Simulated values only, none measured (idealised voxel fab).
The document below concerns the process module designated voxel wiring stack.
The figure presents cross-section cut, which has a width of 300 nm and is divided into square cells with an edge length of 5 nm.
Throughout this document, each cross-section is represented as a grid of square cells and is presented as a sequence of bands enumerated from the top downward, where a band comprises one or more rows of cells.
Band: top height; bottom height; in nm. Then, left to right: material with width in nm, for each material. "edge to edge": a single material spanning edge to edge. "blank": empty space.
The level at which height equals 0 is the one under which the wafer, as it arrives, is entirely one material. No lower edge exists for the bottom band, which continues downward and is notated as in "0 -> down".
A two-number width, for instance "30..40", indicates that the width is equal to the first number in the top row of the band and to the second number in the bottom row, and that it changes by a constant amount per row of cells.
"no modifications" means the step left every cell of the cross-section as it was.
Closed void list: empty space of 8 cells or more with no open way to the top, each as width x height at its distance from the left edge, in nm
Text after the settings on a step's line: the simulator's own remark on that step.
overlay nm: on a step with a mask, how far right of its planned place the mask lay; negative means left.
How should the pairs below be read? Each gives the cross-section before one process step and the cross-section after it, the latter drawn only to the lowest band that changed; the step that lies between them, with its settings, appears under the pair. Does a pair pick up where the pair above left off? Only where its entry headed "Before the step" says so, since pairs can come from different runs of this module on the same starting wafer.

Before the step
> 75 -> 70 | SiCN edge to edge
> 70 -> 55 | 110 nm lowk  5 nm TiN  15 nm Cu  5 nm TiN  30 nm lowk  5 nm TiN  15 nm Cu  5 nm TiN  110 nm lowk
> 55 -> 50 | 110 nm SiCN  25 nm TiN  30 nm SiCN  25 nm TiN  110 nm SiCN
> 50 -> 40 | 110 nm lowk  5 nm TiN  5 nm Cu  5 nm TiN  175 nm lowk
> 40 -> 35 | 110 nm SiCN  15 nm TiN  175 nm SiCN
> 35 -> 20 | 105 nm lowk  5 nm SiCN  25 nm W  5 nm SiCN  20 nm lowk  5 nm SiCN  25 nm W  5 nm SiCN  105 nm lowk
> 20 -> 15 | 110 nm SiCN  25 nm TiN  30 nm SiCN  25 nm TiN  110 nm SiCN
> 15 -> 0 | Ru edge to edge
> 0 -> down | Si edge to edge
> Closed void list: none

Cross-Section Thereafter
> 90 -> 75 | lowk edge to edge
> For the remainder of the cross-section, below 75, there is no change.
> Closed void list: none
The transition between the preceding cross-sections is accomplished by DIRECTIONAL_DEP,material lowk,thk nm 15

Before the step: identical to the post-step cross-section of the immediately preceding pair.

Cross-Section Thereafter
> 105 -> 90 | 110 nm resist  15 nm blank  175 nm resist
> For the remainder of the cross-section, below 90, there is no change.
> Closed void list: none
The transition between the preceding cross-sections is accomplished by PATTERN,tone open,mask id PLUG_2,material resist,width nm 15,thk nm 15,overlay nm 0

Before the step: identical to the post-step cross-section of the immediately preceding pair.

Cross-Section Thereafter
> 105 -> 90 | 110 nm resist  15 nm blank  175 nm resist
> 90 -> 75 | 110 nm lowk  15 nm blank  175 nm lowk
> For the remainder of the cross-section, below 75, there is no change.
> Closed void list: none
The transition between the preceding cross-sections is accomplished by DIRECTIONAL_ETCH,etch materials lowk,depth nm 15

Before the step: identical to the post-step cross-section of the immediately preceding pair.

Cross-Section Thereafter
> 105 -> 90 | 110 nm resist  15 nm blank  175 nm resist
> 90 -> 75 | 110 nm lowk  15 nm blank  175 nm lowk
> 75 -> 70 | 110 nm SiCN  15 nm blank  175 nm SiCN
> For the remainder of the cross-section, below 70, there is no change.
> Closed void list: none
The transition between the preceding cross-sections is accomplished by DIRECTIONAL_ETCH,etch materials SiCN,depth nm 5

Before the step: identical to the post-step cross-section of the immediately preceding pair.

Cross-Section Thereafter
> 90 -> 75 | 110 nm lowk  15 nm blank  175 nm lowk
> For the remainder of the cross-section, below 75, there is no change.
> Closed void list: none
The transition between the preceding cross-sections is accomplished by STRIP,etch materials resist

Before the step: identical to the post-step cross-section of the immediately preceding pair.

Cross-Section Thereafter
> 95 -> 90 | 115 nm TiN  5 nm blank  180 nm TiN
> 90 -> 75 | 110 nm lowk  5 nm TiN  5 nm blank  5 nm TiN  175 nm lowk
> 75 -> 70 | 110 nm SiCN  15 nm TiN  175 nm SiCN
> For the remainder of the cross-section, below 70, there is no change.
> Closed void list: none
The transition between the preceding cross-sections is accomplished by CONFORMAL_DEP,material TiN,thk nm 5

Before the step: identical to the post-step cross-section of the immediately preceding pair.

Cross-Section Thereafter
> 100 -> 95 | Cu edge to edge
> 95 -> 90 | 115 nm TiN  5 nm Cu  180 nm TiN
> 90 -> 75 | 110 nm lowk  5 nm TiN  5 nm Cu  5 nm TiN  175 nm lowk
> For the remainder of the cross-section, below 75, there is no change.
> Closed void list: none
The transition between the preceding cross-sections is accomplished by FILL_DEP,material Cu,thk nm 5

Before the step: identical to the post-step cross-section of the immediately preceding pair.

Cross-Section Thereafter
> 90 -> 75 | 110 nm lowk  5 nm TiN  5 nm Cu  5 nm TiN  175 nm lowk
> For the remainder of the cross-section, below 75, there is no change.
> Closed void list: none
The transition between the preceding cross-sections is accomplished by CMP,height nm 90

Before the step: identical to the post-step cross-section of the immediately preceding pair.

Cross-Section Thereafter
> 95 -> 90 | TiN edge to edge
> For the remainder of the cross-section, below 90, there is no change.
> Closed void list: none
The transition between the preceding cross-sections is accomplished by DIRECTIONAL_DEP,material TiN,thk nm 5

Before the step: identical to the post-step cross-section of the immediately preceding pair.

Cross-Section Thereafter
> 115 -> 95 | Ru edge to edge
> For the remainder of the cross-section, below 95, there is no change.
> Closed void list: none
The transition between the preceding cross-sections is accomplished by DIRECTIONAL_DEP,material Ru,thk nm 20

Before the step: identical to the post-step cross-section of the immediately preceding pair.

Cross-Section Thereafter
> 115 -> 95 | 110 nm blank  25 nm Ru  30 nm blank  25 nm Ru  110 nm blank
> For the remainder of the cross-section, below 95, there is no change.
> Closed void list: none
The transition between the preceding cross-sections is accomplished by MASKED_ETCH,tone cover,mask id METAL_3,width nm 25,pitch nm 55,etch materials Ru,depth nm 20,overlay nm 0

Before the step: identical to the post-step cross-section of the immediately preceding pair.

Cross-Section Thereafter
> 115 -> 95 | 110 nm blank  25 nm Ru  30 nm blank  25 nm Ru  110 nm blank
> 95 -> 90 | 110 nm blank  25 nm TiN  30 nm blank  25 nm TiN  110 nm blank
> For the remainder of the cross-section, below 90, there is no change.
> Closed void list: none
The transition between the preceding cross-sections is accomplished by MASKED_ETCH,tone cover,mask id METAL_3,width nm 25,pitch nm 55,etch materials TiN,depth nm 5,overlay nm 0

Before the step: identical to the post-step cross-section of the immediately preceding pair.

Cross-Section Thereafter
> 120 -> 115 | 105 nm blank  35 nm SiCN  20 nm blank  35 nm SiCN  105 nm blank
> 115 -> 95 | 105 nm blank  5 nm SiCN  25 nm Ru  5 nm SiCN  20 nm blank  5 nm SiCN  25 nm Ru  5 nm SiCN  105 nm blank
> 95 -> 90 | 110 nm SiCN  25 nm TiN  30 nm SiCN  25 nm TiN  110 nm SiCN
> For the remainder of the cross-section, below 90, there is no change.
> Closed void list: none
The transition between the preceding cross-sections is accomplished by CONFORMAL_DEP,material SiCN,thk nm 5

Before the step: identical to the post-step cross-section of the immediately preceding pair.

Cross-Section Thereafter
> 125 -> 120 | SiO2 edge to edge
> 120 -> 115 | 105 nm SiO2  35 nm SiCN  20 nm SiO2  35 nm SiCN  105 nm SiO2
> 115 -> 95 | 105 nm SiO2  5 nm SiCN  25 nm Ru  5 nm SiCN  20 nm SiO2  5 nm SiCN  25 nm Ru  5 nm SiCN  105 nm SiO2
> For the remainder of the cross-section, below 95, there is no change.
> Closed void list: none
The transition between the preceding cross-sections is accomplished by FILL_DEP,material SiO2,thk nm 5

Before the step: identical to the post-step cross-section of the immediately preceding pair.

Cross-Section Thereafter
> 115 -> 95 | 105 nm SiO2  5 nm SiCN  25 nm Ru  5 nm SiCN  20 nm SiO2  5 nm SiCN  25 nm Ru  5 nm SiCN  105 nm SiO2
> For the remainder of the cross-section, below 95, there is no change.
> Closed void list: none
The transition between the preceding cross-sections is accomplished by CMP,height nm 115

Before the step: identical to the post-step cross-section of the immediately preceding pair.

Cross-Section Thereafter
> 120 -> 115 | SiCN edge to edge
> For the remainder of the cross-section, below 115, there is no change.
> Closed void list: none
The transition between the preceding cross-sections is accomplished by CONFORMAL_DEP,material SiCN,thk nm 5

Before the step: identical to the post-step cross-section of the immediately preceding pair.

Cross-Section Thereafter
> 150 -> 120 | lowk edge to edge
> For the remainder of the cross-section, below 120, there is no change.
> Closed void list: none
The transition between the preceding cross-sections is accomplished by DIRECTIONAL_DEP,material lowk,thk nm 30

Before the step: identical to the post-step cross-section of the immediately preceding pair.

Cross-Section Thereafter
> 170 -> 150 | 110 nm resist  15 nm blank  40 nm resist  15 nm blank  120 nm resist
> For the remainder of the cross-section, below 150, there is no change.
> Closed void list: none
The transition between the preceding cross-sections is accomplished by PATTERN,tone open,mask id METAL_4_HOLES,material resist,width nm 15,pitch nm 55,thk nm 20,overlay nm 0

Before the step: identical to the post-step cross-section of the immediately preceding pair.

Cross-Section Thereafter
> 170 -> 150 | 110 nm resist  15 nm blank  40 nm resist  15 nm blank  120 nm resist
> 150 -> 120 | 110 nm lowk  15 nm blank  40 nm lowk  15 nm blank  120 nm lowk
> For the remainder of the cross-section, below 120, there is no change.
> Closed void list: none
The transition between the preceding cross-sections is accomplished by DIRECTIONAL_ETCH,etch materials lowk,depth nm 30

Before the step: identical to the post-step cross-section of the immediately preceding pair.

Cross-Section Thereafter
> 150 -> 120 | 110 nm lowk  15 nm blank  40 nm lowk  15 nm blank  120 nm lowk
> For the remainder of the cross-section, below 120, there is no change.
> Closed void list: none
The transition between the preceding cross-sections is accomplished by STRIP,etch materials resist

Before the step: identical to the post-step cross-section of the immediately preceding pair.

Cross-Section Thereafter
> 165 -> 150 | 110 nm resist  25 nm blank  30 nm resist  25 nm blank  110 nm resist
> For the remainder of the cross-section, below 150, there is no change.
> Closed void list: none
The transition between the preceding cross-sections is accomplished by PATTERN,tone open,mask id METAL_4,material resist,width nm 25,pitch nm 55,thk nm 15,overlay nm 0

Before the step: identical to the post-step cross-section of the immediately preceding pair.

Cross-Section Thereafter
> 165 -> 150 | 110 nm resist  25 nm blank  30 nm resist  25 nm blank  110 nm resist
> 150 -> 135 | 110 nm lowk  25 nm blank  30 nm lowk  25 nm blank  110 nm lowk
> For the remainder of the cross-section, below 135, there is no change.
> Closed void list: none
The transition between the preceding cross-sections is accomplished by DIRECTIONAL_ETCH,etch materials lowk,depth nm 15

Before the step: identical to the post-step cross-section of the immediately preceding pair.

Cross-Section Thereafter
> 165 -> 150 | 110 nm resist  25 nm blank  30 nm resist  25 nm blank  110 nm resist
> 150 -> 135 | 110 nm lowk  25 nm blank  30 nm lowk  25 nm blank  110 nm lowk
> 135 -> 120 | 110 nm lowk  15 nm blank  40 nm lowk  15 nm blank  120 nm lowk
> 120 -> 115 | 110 nm SiCN  15 nm blank  40 nm SiCN  15 nm blank  120 nm SiCN
> For the remainder of the cross-section, below 115, there is no change.
> Closed void list: none
The transition between the preceding cross-sections is accomplished by DIRECTIONAL_ETCH,etch materials SiCN,depth nm 5

Before the step: identical to the post-step cross-section of the immediately preceding pair.

Cross-Section Thereafter
> 150 -> 135 | 110 nm lowk  25 nm blank  30 nm lowk  25 nm blank  110 nm lowk
> For the remainder of the cross-section, below 135, there is no change.
> Closed void list: none
The transition between the preceding cross-sections is accomplished by STRIP,etch materials resist

Before the step: identical to the post-step cross-section of the immediately preceding pair.

Cross-Section Thereafter
> 155 -> 150 | 115 nm TiN  15 nm blank  40 nm TiN  15 nm blank  115 nm TiN
> 150 -> 140 | 110 nm lowk  5 nm TiN  15 nm blank  5 nm TiN  30 nm lowk  5 nm TiN  15 nm blank  5 nm TiN  110 nm lowk
> 140 -> 135 | 110 nm lowk  5 nm TiN  5 nm blank  15 nm TiN  30 nm lowk  5 nm TiN  5 nm blank  15 nm TiN  110 nm lowk
> 135 -> 120 | 110 nm lowk  5 nm TiN  5 nm blank  5 nm TiN  40 nm lowk  5 nm TiN  5 nm blank  5 nm TiN  120 nm lowk
> 120 -> 115 | 110 nm SiCN  15 nm TiN  40 nm SiCN  15 nm TiN  120 nm SiCN
> For the remainder of the cross-section, below 115, there is no change.
> Closed void list: none
The transition between the preceding cross-sections is accomplished by CONFORMAL_DEP,material TiN,thk nm 5

Before the step: identical to the post-step cross-section of the immediately preceding pair.

Cross-Section Thereafter
> 165 -> 155 | Cu edge to edge
> 155 -> 150 | 115 nm TiN  15 nm Cu  40 nm TiN  15 nm Cu  115 nm TiN
> 150 -> 140 | 110 nm lowk  5 nm TiN  15 nm Cu  5 nm TiN  30 nm lowk  5 nm TiN  15 nm Cu  5 nm TiN  110 nm lowk
> 140 -> 135 | 110 nm lowk  5 nm TiN  5 nm Cu  15 nm TiN  30 nm lowk  5 nm TiN  5 nm Cu  15 nm TiN  110 nm lowk
> 135 -> 120 | 110 nm lowk  5 nm TiN  5 nm Cu  5 nm TiN  40 nm lowk  5 nm TiN  5 nm Cu  5 nm TiN  120 nm lowk
> For the remainder of the cross-section, below 120, there is no change.
> Closed void list: none
The transition between the preceding cross-sections is accomplished by FILL_DEP,material Cu,thk nm 10

Before the step: identical to the post-step cross-section of the immediately preceding pair.

Cross-Section Thereafter
> 150 -> 140 | 110 nm lowk  5 nm TiN  15 nm Cu  5 nm TiN  30 nm lowk  5 nm TiN  15 nm Cu  5 nm TiN  110 nm lowk
> For the remainder of the cross-section, below 140, there is no change.
> Closed void list: none
The transition between the preceding cross-sections is accomplished by CMP,height nm 150

Before the step: identical to the post-step cross-section of the immediately preceding pair.

Cross-Section Thereafter
> 155 -> 150 | SiN edge to edge
> For the remainder of the cross-section, below 150, there is no change.
> Closed void list: none
The transition between the preceding cross-sections is accomplished by CONFORMAL_DEP,material SiN,thk nm 5

Before the step
> 150 -> 120 | 110 nm lowk  15 nm blank  40 nm lowk  15 nm blank  120 nm lowk
> 120 -> 115 | SiCN edge to edge
> 115 -> 95 | 105 nm SiO2  5 nm SiCN  25 nm Ru  5 nm SiCN  20 nm SiO2  5 nm SiCN  25 nm Ru  5 nm SiCN  105 nm SiO2
> 95 -> 90 | 110 nm SiCN  25 nm TiN  30 nm SiCN  25 nm TiN  110 nm SiCN
> 90 -> 75 | 110 nm lowk  5 nm TiN  5 nm Cu  5 nm TiN  175 nm lowk
> 75 -> 70 | 110 nm SiCN  15 nm TiN  175 nm SiCN
> 70 -> 55 | 110 nm lowk  5 nm TiN  15 nm Cu  5 nm TiN  30 nm lowk  5 nm TiN  15 nm Cu  5 nm TiN  110 nm lowk
> 55 -> 50 | 110 nm SiCN  25 nm TiN  30 nm SiCN  25 nm TiN  110 nm SiCN
> 50 -> 40 | 110 nm lowk  5 nm TiN  5 nm Cu  5 nm TiN  175 nm lowk
> 40 -> 35 | 110 nm SiCN  15 nm TiN  175 nm SiCN
> 35 -> 20 | 105 nm lowk  5 nm SiCN  25 nm W  5 nm SiCN  20 nm lowk  5 nm SiCN  25 nm W  5 nm SiCN  105 nm lowk
> 20 -> 15 | 110 nm SiCN  25 nm TiN  30 nm SiCN  25 nm TiN  110 nm SiCN
> 15 -> 0 | SiO2 edge to edge
> 0 -> down | Si edge to edge
> Closed void list: none

Cross-Section Thereafter
> 165 -> 150 | 110 nm blank  25 nm resist  30 nm blank  25 nm resist  110 nm blank
> 150 -> 120 | 110 nm lowk  15 nm resist  40 nm lowk  15 nm resist  120 nm lowk
> For the remainder of the cross-section, below 120, there is no change.
> Closed void list: none
The transition between the preceding cross-sections is accomplished by PATTERN,tone cover,mask id METAL_4,material resist,width nm 25,pitch nm 55,thk nm 15,overlay nm 0

Before the step: identical to the post-step cross-section of the immediately preceding pair.

Cross-Section Thereafter
> 165 -> 150 | 110 nm blank  25 nm resist  30 nm blank  25 nm resist  110 nm blank
> 150 -> 135 | 110 nm blank  15 nm resist  10 nm lowk  30 nm blank  15 nm resist  10 nm lowk  110 nm blank
> For the remainder of the cross-section, below 135, there is no change.
> Closed void list: none
The transition between the preceding cross-sections is accomplished by DIRECTIONAL_ETCH,etch materials lowk,depth nm 15

Before the step: identical to the post-step cross-section of the immediately preceding pair.

Cross-Section Thereafter
> 150 -> 135 | 125 nm blank  10 nm lowk  45 nm blank  10 nm lowk  110 nm blank
> 135 -> 120 | 110 nm lowk  15 nm blank  40 nm lowk  15 nm blank  120 nm lowk
> For the remainder of the cross-section, below 120, there is no change.
> Closed void list: none
The transition between the preceding cross-sections is accomplished by STRIP,etch materials resist

Before the step: identical to the post-step cross-section of the immediately preceding pair.

Cross-Section Thereafter
> 155 -> 150 | 120 nm blank  20 nm TiN  35 nm blank  20 nm TiN  105 nm blank
> 150 -> 140 | 120 nm blank  5 nm TiN  10 nm lowk  5 nm TiN  35 nm blank  5 nm TiN  10 nm lowk  5 nm TiN  105 nm blank
> 140 -> 135 | 115 nm TiN  5 nm blank  5 nm TiN  10 nm lowk  35 nm TiN  5 nm blank  5 nm TiN  10 nm lowk  110 nm TiN
> 135 -> 125 | 110 nm lowk  5 nm TiN  5 nm blank  5 nm TiN  40 nm lowk  5 nm TiN  5 nm blank  5 nm TiN  120 nm lowk
> 125 -> 120 | 110 nm lowk  15 nm TiN  40 nm lowk  15 nm TiN  120 nm lowk
> For the remainder of the cross-section, below 120, there is no change.
> Closed void list: none
The transition between the preceding cross-sections is accomplished by CONFORMAL_DEP,material TiN,thk nm 5

Before the step: identical to the post-step cross-section of the immediately preceding pair.

Cross-Section Thereafter
> 165 -> 155 | Cu edge to edge
> 155 -> 150 | 120 nm Cu  20 nm TiN  35 nm Cu  20 nm TiN  105 nm Cu
> 150 -> 140 | 120 nm Cu  5 nm TiN  10 nm lowk  5 nm TiN  35 nm Cu  5 nm TiN  10 nm lowk  5 nm TiN  105 nm Cu
> 140 -> 135 | 115 nm TiN  5 nm Cu  5 nm TiN  10 nm lowk  35 nm TiN  5 nm Cu  5 nm TiN  10 nm lowk  110 nm TiN
> 135 -> 125 | 110 nm lowk  5 nm TiN  5 nm Cu  5 nm TiN  40 nm lowk  5 nm TiN  5 nm Cu  5 nm TiN  120 nm lowk
> For the remainder of the cross-section, below 125, there is no change.
> Closed void list: none
The transition between the preceding cross-sections is accomplished by FILL_DEP,material Cu,thk nm 10

Before the step: identical to the post-step cross-section of the immediately preceding pair.

Cross-Section Thereafter
> 150 -> 140 | 120 nm Cu  5 nm TiN  10 nm lowk  5 nm TiN  35 nm Cu  5 nm TiN  10 nm lowk  5 nm TiN  105 nm Cu
> For the remainder of the cross-section, below 140, there is no change.
> Closed void list: none
The transition between the preceding cross-sections is accomplished by CMP,height nm 150

Before the step: identical to the post-step cross-section of the immediately preceding pair.

Cross-Section Thereafter
> 155 -> 150 | SiN edge to edge
> For the remainder of the cross-section, below 150, there is no change.
> Closed void list: none
The transition between the preceding cross-sections is accomplished by CONFORMAL_DEP,material SiN,thk nm 5
